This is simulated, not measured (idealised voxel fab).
process module | voxel wiring stack
cross-section cut | 300 nm wide | cells 5 nm
A cross-section is a grid of square cells, given in bands from the top down. A band is one or more rows of cells.
Each band's line starts with the height of the band's top and of its bottom, in nm. Then come its materials from left to right, each with its width in nm. One material with "throughout" fills the band from edge to edge. "air" is empty space.
Height 0 is the level under which the wafer as received is all one material. The lowest band goes on downwards, as in "0 down".
A width such as "30 to 40" changes by the same amount from each row of cells to the next, from the band's top row to its bottom row.
"no change" after a step means that no cell of the cross-section changed.
closed voids: empty space of 8 cells or more with no open way to the top, each as width x height at its distance from the left edge, in nm
after a step's settings: what the simulator itself notes on the step
overlay nm, on a step with a mask: how far to the right of its planned place the mask lay; to the left if negative
plan
1 op RECEIVE | material Si
2 op CONFORMAL_DEP | material SiO2 | thk nm 10
3 op DIRECTIONAL_DEP | material TiN | thk nm 5
4 op DIRECTIONAL_DEP | material W | thk nm 25
5 op MASKED_ETCH | tone cover | mask id METAL_1 | width nm 25 | pitch nm 45 | etch materials W | depth nm 25 | overlay nm 0
6 op MASKED_ETCH | tone cover | mask id METAL_1 | width nm 25 | pitch nm 45 | etch materials TiN | depth nm 5 | overlay nm 0
7 op FILL_DEP | material lowk | thk nm 10
8 op CMP | height nm 40
9 op CONFORMAL_DEP | material SiCN | thk nm 5
10 op DIRECTIONAL_DEP | material lowk | thk nm 20
11 op MASKED_ETCH | tone open | mask id PLUG_1 | width nm 15 | pitch nm 45 | etch materials lowk | depth nm 20 | overlay nm 0
12 op MASKED_ETCH | tone open | mask id PLUG_1 | width nm 15 | pitch nm 45 | etch materials SiCN | depth nm 5 | overlay nm 0
13 op CONFORMAL_DEP | material TiN | thk nm 5
14 op FILL_DEP | material W | thk nm 5
15 op CMP | height nm 65
16 op CONFORMAL_DEP | material SiN | thk nm 5
17 op DIRECTIONAL_DEP | material SiO2 | thk nm 20
18 op DIRECTIONAL_DEP | material aC | thk nm 10
19 op PATTERN | tone open | mask id METAL_2 | material resist | width nm 25 | pitch nm 45 | thk nm 25 | overlay nm 0
20 op DIRECTIONAL_ETCH | etch materials aC | depth nm 10
21 op STRIP | etch materials resist
22 op DIRECTIONAL_ETCH | etch materials SiO2 | depth nm 20
23 op DIRECTIONAL_ETCH | etch materials SiN | depth nm 5
24 op STRIP | etch materials aC
25 op CONFORMAL_DEP | material TiN | thk nm 5
26 op FILL_DEP | material Cu | thk nm 5
27 op CMP | height nm 90
28 op CONFORMAL_DEP | material SiN | thk nm 5
as received, after step 1
  0 down: Si throughout
  closed voids: none
a wafer at the end: this start, this plan, one mistake
  95 to 90: SiN throughout
  90 to 70: SiO2 115 | TiN 5 | Cu 15 | TiN 5 | SiO2 20 | TiN 5 | Cu 15 | TiN 5 | SiO2 115
  70 to 65: SiN 115 | TiN 25 | SiN 20 | TiN 25 | SiN 115
  65 to 45: lowk 115 | TiN 5 | W 5 | TiN 5 | lowk 30 | TiN 5 | W 5 | TiN 5 | lowk 125
  45 to 40: SiCN 115 | TiN 15 | SiCN 30 | TiN 15 | SiCN 125
  40 to 35: lowk throughout
  35 to 10: lowk 115 | W 25 | lowk 20 | W 25 | lowk 115
  10 to 0: SiO2 throughout
  0 down: Si throughout
  closed voids: none
what went wrong: step 3 was left out
